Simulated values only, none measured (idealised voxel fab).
You're looking at the process module voxel fin reveal.
Shown is cross-section cut, with a width of 240 nm and square cells of size 5 nm.
A cross-section in this document is a grid of square cells, and it is written down as bands, the top band listed before the ones below it; a band is made up of one or more rows of cells.
This entry defines a band. It first specifies the height of the band's top and the height of its bottom in nm, and then specifies the band's materials from left to right, stating each material with its width in nm. The word "throughout" identifies a single material that fills the band from edge to edge, while the word "empty" identifies empty space.
Height is counted from the level 0, under which the received wafer is composed throughout of one material. The lowest of the bands is not closed at the bottom but continues downward, in the notation "0..down".
The notation "30->40" denotes a width that varies across the rows of cells in the band, beginning at the first number in the top row, finishing at the second number in the bottom row, and changing by an identical amount from each row to the next.
"no modification" means the step left every cell of the cross-section as it was.
"Enclosed cavity list" enumerates empty spaces isolated from the top, with no open way to it, that contain at least 8 cells, giving each as width x height at distance from the left edge, all three in nm.
What comes after the settings on a step's line is commentary from the simulator itself on that step.
The setting "overlay nm" may be written on the line of a step. When the step uses a mask, the value reports how far to the right of the planned place the mask lay, and a negative value reports that it lay to the left.
What follows is a series of pairs. Each pair shows a cross-section before one process step and the cross-section after it, and the after view is drawn only down to the lowest band that changed. Beneath each pair is the step that lies between the two, with its settings. Pairs may come from different runs of this module on the same starting wafer, so a pair continues from the one above it only where its entry headed "Before step" says so.

Before step:
  0..down = Si throughout
  Enclosed cavity list: none

State After Step:
  5..0 = SiN throughout
  Under the height 0 nothing was changed.
  Enclosed cavity list: none
The two cross-sections above bracket this step: CONFORMAL_DEP with material SiN, thk nm 5

Before step: after-step cross-section of the pair just above applies.

State After Step:
  5..0 = empty: 45  SiN: 15  empty: 30  SiN: 15  empty: 30  SiN: 15  empty: 30  SiN: 15  empty: 45
  Under the height 0 nothing was changed.
  Enclosed cavity list: none
The two cross-sections above bracket this step: MASKED_ETCH with tone cover, mask id FINS, width nm 15, pitch nm 45, etch materials SiN, depth nm 5, overlay nm 0

Before step: after-step cross-section of the pair just above applies.

State After Step:
  5..0 = empty: 45  SiN: 15  empty: 30  SiN: 15  empty: 30  SiN: 15  empty: 30  SiN: 15  empty: 45
  0..-35 = empty: 45  Si: 15  empty: 30  Si: 15  empty: 30  Si: 15  empty: 30  Si: 15  empty: 45
  Under the height -35 nothing was changed.
  Enclosed cavity list: none
The two cross-sections above bracket this step: MASKED_ETCH with tone cover, mask id FINS, width nm 15, pitch nm 45, etch materials Si, depth nm 35, overlay nm 0

Before step: after-step cross-section of the pair just above applies.

State After Step:
  5..0 = empty: 45  SiN: 15  empty: 30  SiN: 15  empty: 30  SiN: 15  empty: 30  SiN: 15  empty: 45
  0..-35 = empty: 45  SiO2: 5  Si: 5  SiO2: 5  empty: 30  SiO2: 5  Si: 5  SiO2: 5  empty: 30  SiO2: 5  Si: 5  SiO2: 5  empty: 30  SiO2: 5  Si: 5  SiO2: 5  empty: 45
  -35..-40 = SiO2: 50  Si: 5  SiO2: 40  Si: 5  SiO2: 40  Si: 5  SiO2: 40  Si: 5  SiO2: 50
  Under the height -40 nothing was changed.
  Enclosed cavity list: none
The two cross-sections above bracket this step: OXIDIZE with depth nm 5

Before step: after-step cross-section of the pair just above applies.

State After Step:
  15..5 = SiO2 throughout
  5..0 = SiO2: 45  SiN: 15  SiO2: 30  SiN: 15  SiO2: 30  SiN: 15  SiO2: 30  SiN: 15  SiO2: 45
  0..-40 = SiO2: 50  Si: 5  SiO2: 40  Si: 5  SiO2: 40  Si: 5  SiO2: 40  Si: 5  SiO2: 50
  Under the height -40 nothing was changed.
  Enclosed cavity list: none
The two cross-sections above bracket this step: FILL_DEP with material SiO2, thk nm 10

Before step: after-step cross-section of the pair just above applies.

State After Step:
  5..0 = SiO2: 45  SiN: 15  SiO2: 30  SiN: 15  SiO2: 30  SiN: 15  SiO2: 30  SiN: 15  SiO2: 45
  Under the height 0 nothing was changed.
  Enclosed cavity list: none
The two cross-sections above bracket this step: CMP with height nm 5

Before step: after-step cross-section of the pair just above applies.

State After Step:
  5..0 = empty: 45  SiN: 15  empty: 30  SiN: 15  empty: 30  SiN: 15  empty: 30  SiN: 15  empty: 45
  0..-10 = empty: 50  Si: 5  empty: 40  Si: 5  empty: 40  Si: 5  empty: 40  Si: 5  empty: 50
  Under the height -10 nothing was changed.
  Enclosed cavity list: none
The two cross-sections above bracket this step: SELECTIVE_ETCH with etch materials SiO2, depth nm 15

Before step: after-step cross-section of the pair just above applies.

State After Step:
  0..-10 = empty: 50  Si: 5  empty: 40  Si: 5  empty: 40  Si: 5  empty: 40  Si: 5  empty: 50
  Under the height -10 nothing was changed.
  Enclosed cavity list: none
The two cross-sections above bracket this step: STRIP with etch materials SiN

Before step:
  5..0 = empty: 45  SiN: 15  empty: 30  SiN: 15  empty: 30  SiN: 15  empty: 30  SiN: 15  empty: 45
  0..-10 = empty: 50  Si: 5  empty: 40  Si: 5  empty: 40  Si: 5  empty: 40  Si: 5  empty: 50
  -10..-40 = SiO2: 50  Si: 5  SiO2: 40  Si: 5  SiO2: 40  Si: 5  SiO2: 40  Si: 5  SiO2: 50
  -40..down = Si throughout
  Enclosed cavity list: none

State After Step:
  5..0 = empty: 45  SiN: 15  empty: 30  SiN: 15  empty: 30  SiN: 15  empty: 30  SiN: 15  empty: 45
  0..-25 = empty: 50  Si: 5  empty: 40  Si: 5  empty: 40  Si: 5  empty: 40  Si: 5  empty: 50
  Under the height -25 nothing was changed.
  Enclosed cavity list: none
The two cross-sections above bracket this step: SELECTIVE_ETCH with etch materials SiO2, depth nm 15

Before step: after-step cross-section of the pair just above applies.

State After Step:
  0..-25 = empty: 50  Si: 5  empty: 40  Si: 5  empty: 40  Si: 5  empty: 40  Si: 5  empty: 50
  Under the height -25 nothing was changed.
  Enclosed cavity list: none
The two cross-sections above bracket this step: STRIP with etch materials SiN

Before step:
  5..0 = SiO2: 45  SiN: 15  SiO2: 30  SiN: 15  SiO2: 30  SiN: 15  SiO2: 30  SiN: 15  SiO2: 45
  0..-40 = SiO2: 50  Si: 5  SiO2: 40  Si: 5  SiO2: 40  Si: 5  SiO2: 40  Si: 5  SiO2: 50
  -40..down = Si throughout
  Enclosed cavity list: none

State After Step:
  5..0 = SiO2: 45  empty: 15  SiO2: 30  empty: 15  SiO2: 30  empty: 15  SiO2: 30  empty: 15  SiO2: 45
  Under the height 0 nothing was changed.
  Enclosed cavity list: none
The two cross-sections above bracket this step: STRIP with etch materials SiN

Before step: after-step cross-section of the pair just above applies.

State After Step:
  0..-10 = empty: 50  Si: 5  empty: 40  Si: 5  empty: 40  Si: 5  empty: 40  Si: 5  empty: 50
  -10..-15 = SiO2: 30  empty: 20  Si: 5  empty: 40  Si: 5  empty: 40  Si: 5  empty: 40  Si: 5  empty: 20  SiO2: 30
  Under the height -15 nothing was changed.
  Enclosed cavity list: none
The two cross-sections above bracket this step: SELECTIVE_ETCH with etch materials SiO2, depth nm 15

Before step:
  5..0 = SiO2: 45  SiN: 15  SiO2: 30  SiN: 15  SiO2: 30  SiN: 15  SiO2: 30  SiN: 15  SiO2: 45
  0..-40 = SiO2: 50  Si: 5  SiO2: 40  Si: 5  SiO2: 40  Si: 5  SiO2: 40  Si: 5  SiO2: 50
  -40..down = Si throughout
  Enclosed cavity list: none

State After Step:
  5..0 = empty: 45  SiN: 15  empty: 30  SiN: 15  empty: 30  SiN: 15  empty: 30  SiN: 15  empty: 45
  0..-20 = empty: 50  Si: 5  empty: 40  Si: 5  empty: 40  Si: 5  empty: 40  Si: 5  empty: 50
  Under the height -20 nothing was changed.
  Enclosed cavity list: none
The two cross-sections above bracket this step: SELECTIVE_ETCH with etch materials SiO2, depth nm 25

Before step: after-step cross-section of the pair just above applies.

State After Step:
  0..-20 = empty: 50  Si: 5  empty: 40  Si: 5  empty: 40  Si: 5  empty: 40  Si: 5  empty: 50
  Under the height -20 nothing was changed.
  Enclosed cavity list: none
The two cross-sections above bracket this step: STRIP with etch materials SiN

Before step:
  5..0 = SiN throughout
  0..down = Si throughout
  Enclosed cavity list: none

State After Step:
  5..0 = empty: 40  SiN: 25  empty: 20  SiN: 25  empty: 20  SiN: 25  empty: 20  SiN: 25  empty: 40
  Under the height 0 nothing was changed.
  Enclosed cavity list: none
The two cross-sections above bracket this step: MASKED_ETCH with tone cover, mask id FINS, width nm 25, pitch nm 45, etch materials SiN, depth nm 5, overlay nm 0

Before step: after-step cross-section of the pair just above applies.

State After Step:
  5..0 = empty: 40  SiN: 25  empty: 20  SiN: 25  empty: 20  SiN: 25  empty: 20  SiN: 25  empty: 40
  0..-35 = empty: 40  Si: 25  empty: 20  Si: 25  empty: 20  Si: 25  empty: 20  Si: 25  empty: 40
  Under the height -35 nothing was changed.
  Enclosed cavity list: none
The two cross-sections above bracket this step: MASKED_ETCH with tone cover, mask id FINS, width nm 15, pitch nm 45, etch materials Si, depth nm 35, overlay nm 0

Before step: after-step cross-section of the pair just above applies.

State After Step:
  5..0 = empty: 40  SiN: 25  empty: 20  SiN: 25  empty: 20  SiN: 25  empty: 20  SiN: 25  empty: 40
  0..-35 = empty: 40  SiO2: 5  Si: 15  SiO2: 5  empty: 20  SiO2: 5  Si: 15  SiO2: 5  empty: 20  SiO2: 5  Si: 15  SiO2: 5  empty: 20  SiO2: 5  Si: 15  SiO2: 5  empty: 40
  -35..-40 = SiO2: 45  Si: 15  SiO2: 30  Si: 15  SiO2: 30  Si: 15  SiO2: 30  Si: 15  SiO2: 45
  Under the height -40 nothing was changed.
  Enclosed cavity list: none
The two cross-sections above bracket this step: OXIDIZE with depth nm 5

Before step: after-step cross-section of the pair just above applies.

State After Step:
  15..5 = SiO2 throughout
  5..0 = SiO2: 40  SiN: 25  SiO2: 20  SiN: 25  SiO2: 20  SiN: 25  SiO2: 20  SiN: 25  SiO2: 40
  0..-40 = SiO2: 45  Si: 15  SiO2: 30  Si: 15  SiO2: 30  Si: 15  SiO2: 30  Si: 15  SiO2: 45
  Under the height -40 nothing was changed.
  Enclosed cavity list: none
The two cross-sections above bracket this step: FILL_DEP with material SiO2, thk nm 10

Before step: after-step cross-section of the pair just above applies.

State After Step:
  5..0 = SiO2: 40  SiN: 25  SiO2: 20  SiN: 25  SiO2: 20  SiN: 25  SiO2: 20  SiN: 25  SiO2: 40
  Under the height 0 nothing was changed.
  Enclosed cavity list: none
The two cross-sections above bracket this step: CMP with height nm 5

Before step: after-step cross-section of the pair just above applies.

State After Step:
  5..0 = empty: 40  SiN: 25  empty: 20  SiN: 25  empty: 20  SiN: 25  empty: 20  SiN: 25  empty: 40
  0..-10 = empty: 45  Si: 15  empty: 30  Si: 15  empty: 30  Si: 15  empty: 30  Si: 15  empty: 45
  Under the height -10 nothing was changed.
  Enclosed cavity list: none
The two cross-sections above bracket this step: SELECTIVE_ETCH with etch materials SiO2, depth nm 15

Before step: after-step cross-section of the pair just above applies.

State After Step:
  0..-10 = empty: 45  Si: 15  empty: 30  Si: 15  empty: 30  Si: 15  empty: 30  Si: 15  empty: 45
  Under the height -10 nothing was changed.
  Enclosed cavity list: none
The two cross-sections above bracket this step: STRIP with etch materials SiN

Before step:
  5..0 = empty: 45  SiN: 15  empty: 30  SiN: 15  empty: 30  SiN: 15  empty: 30  SiN: 15  empty: 45
  0..down = Si throughout
  Enclosed cavity list: none

State After Step:
  5..0 = empty: 45  SiN: 15  empty: 30  SiN: 15  empty: 30  SiN: 15  empty: 30  SiN: 15  empty: 45
  0..-35 = empty: 40  Si: 20  empty: 25  Si: 20  empty: 25  Si: 20  empty: 25  Si: 20  empty: 45
  Under the height -35 nothing was changed.
  Enclosed cavity list: none
The two cross-sections above bracket this step: MASKED_ETCH with tone cover, mask id FINS, width nm 15, pitch nm 45, etch materials Si, depth nm 35, overlay nm -5

Before step: after-step cross-section of the pair just above applies.

State After Step:
  5..0 = empty: 45  SiN: 15  empty: 30  SiN: 15  empty: 30  SiN: 15  empty: 30  SiN: 15  empty: 45
  0..-5 = empty: 40  SiO2: 10  Si: 5  SiO2: 5  empty: 25  SiO2: 10  Si: 5  SiO2: 5  empty: 25  SiO2: 10  Si: 5  SiO2: 5  empty: 25  SiO2: 10  Si: 5  SiO2: 5  empty: 45
  -5..-35 = empty: 40  SiO2: 5  Si: 10  SiO2: 5  empty: 25  SiO2: 5  Si: 10  SiO2: 5  empty: 25  SiO2: 5  Si: 10  SiO2: 5  empty: 25  SiO2: 5  Si: 10  SiO2: 5  empty: 45
  -35..-40 = SiO2: 45  Si: 10  SiO2: 35  Si: 10  SiO2: 35  Si: 10  SiO2: 35  Si: 10  SiO2: 50
  Under the height -40 nothing was changed.
  Enclosed cavity list: none
The two cross-sections above bracket this step: OXIDIZE with depth nm 5

Before step: after-step cross-section of the pair just above applies.

State After Step:
  15..5 = SiO2 throughout
  5..0 = SiO2: 45  SiN: 15  SiO2: 30  SiN: 15  SiO2: 30  SiN: 15  SiO2: 30  SiN: 15  SiO2: 45
  0..-5 = SiO2: 50  Si: 5  SiO2: 40  Si: 5  SiO2: 40  Si: 5  SiO2: 40  Si: 5  SiO2: 50
  -5..-40 = SiO2: 45  Si: 10  SiO2: 35  Si: 10  SiO2: 35  Si: 10  SiO2: 35  Si: 10  SiO2: 50
  Under the height -40 nothing was changed.
  Enclosed cavity list: none
The two cross-sections above bracket this step: FILL_DEP with material SiO2, thk nm 10

Before step: after-step cross-section of the pair just above applies.

State After Step:
  5..0 = SiO2: 45  SiN: 15  SiO2: 30  SiN: 15  SiO2: 30  SiN: 15  SiO2: 30  SiN: 15  SiO2: 45
  Under the height 0 nothing was changed.
  Enclosed cavity list: none
The two cross-sections above bracket this step: CMP with height nm 5

Before step: after-step cross-section of the pair just above applies.

State After Step:
  5..0 = empty: 45  SiN: 15  empty: 30  SiN: 15  empty: 30  SiN: 15  empty: 30  SiN: 15  empty: 45
  0..-10 = empty: 50->45  Si: 5->10  empty: 40->35  Si: 5->10  empty: 40->35  Si: 5->10  empty: 40->35  Si: 5->10  empty: 50
  Under the height -10 nothing was changed.
  Enclosed cavity list: none
The two cross-sections above bracket this step: SELECTIVE_ETCH with etch materials SiO2, depth nm 15

Before step: after-step cross-section of the pair just above applies.

State After Step:
  0..-10 = empty: 50->45  Si: 5->10  empty: 40->35  Si: 5->10  empty: 40->35  Si: 5->10  empty: 40->35  Si: 5->10  empty: 50
  Under the height -10 nothing was changed.
  Enclosed cavity list: none
The two cross-sections above bracket this step: STRIP with etch materials SiN

Before step:
  5..0 = empty: 45  SiN: 15  empty: 30  SiN: 15  empty: 30  SiN: 15  empty: 30  SiN: 15  empty: 45
  0..-10 = empty: 50  Si: 5  empty: 40  Si: 5  empty: 40  Si: 5  empty: 40  Si: 5  empty: 50
  -10..-40 = SiO2: 50  Si: 5  SiO2: 40  Si: 5  SiO2: 40  Si: 5  SiO2: 40  Si: 5  SiO2: 50
  -40..down = Si throughout
  Enclosed cavity list: none

State After Step:
  5..0 = empty: 45  SiN: 15  empty: 30  SiN: 15  empty: 30  SiN: 15  empty: 30  SiN: 15  empty: 45
  0..-40 = empty: 50  Si: 5  empty: 40  Si: 5  empty: 40  Si: 5  empty: 40  Si: 5  empty: 50
  Under the height -40 nothing was changed.
  Enclosed cavity list: none
The two cross-sections above bracket this step: STRIP with etch materials SiO2

Before step:
  5..0 = SiN throughout
  0..down = Si throughout
  Enclosed cavity list: none

State After Step:
  5..0 = SiN: 45  empty: 15  SiN: 30  empty: 15  SiN: 30  empty: 15  SiN: 30  empty: 15  SiN: 45
  Under the height 0 nothing was changed.
  Enclosed cavity list: none
The two cross-sections above bracket this step: MASKED_ETCH with tone open, mask id FINS, width nm 15, pitch nm 45, etch materials SiN, depth nm 5, overlay nm 0

Before step: after-step cross-section of the pair just above applies.

State After Step:
  5..0 = SiN: 45  empty: 15  SiN: 30  empty: 15  SiN: 30  empty: 15  SiN: 30  empty: 15  SiN: 45
  0..-5 = Si: 40  SiO2: 25  Si: 20  SiO2: 25  Si: 20  SiO2: 25  Si: 20  SiO2: 25  Si: 40
  Under the height -5 nothing was changed.
  Enclosed cavity list: none
The two cross-sections above bracket this step: OXIDIZE with depth nm 5

Before step: after-step cross-section of the pair just above applies.

State After Step:
  15..5 = SiO2 throughout
  5..0 = SiN: 45  SiO2: 15  SiN: 30  SiO2: 15  SiN: 30  SiO2: 15  SiN: 30  SiO2: 15  SiN: 45
  Under the height 0 nothing was changed.
  Enclosed cavity list: none
The two cross-sections above bracket this step: FILL_DEP with material SiO2, thk nm 10

Before step: after-step cross-section of the pair just above applies.

State After Step:
  5..0 = SiN: 45  SiO2: 15  SiN: 30  SiO2: 15  SiN: 30  SiO2: 15  SiN: 30  SiO2: 15  SiN: 45
  Under the height 0 nothing was changed.
  Enclosed cavity list: none
The two cross-sections above bracket this step: CMP with height nm 5

Before step: after-step cross-section of the pair just above applies.

State After Step:
  5..0 = SiN: 45  empty: 15  SiN: 30  empty: 15  SiN: 30  empty: 15  SiN: 30  empty: 15  SiN: 45
  0..-5 = Si: 40  empty: 25  Si: 20  empty: 25  Si: 20  empty: 25  Si: 20  empty: 25  Si: 40
  Under the height -5 nothing was changed.
  Enclosed cavity list: none
The two cross-sections above bracket this step: SELECTIVE_ETCH with etch materials SiO2, depth nm 15

Before step: after-step cross-section of the pair just above applies.

State After Step:
  0..-5 = Si: 40  empty: 25  Si: 20  empty: 25  Si: 20  empty: 25  Si: 20  empty: 25  Si: 40
  Under the height -5 nothing was changed.
  Enclosed cavity list: none
The two cross-sections above bracket this step: STRIP with etch materials SiN
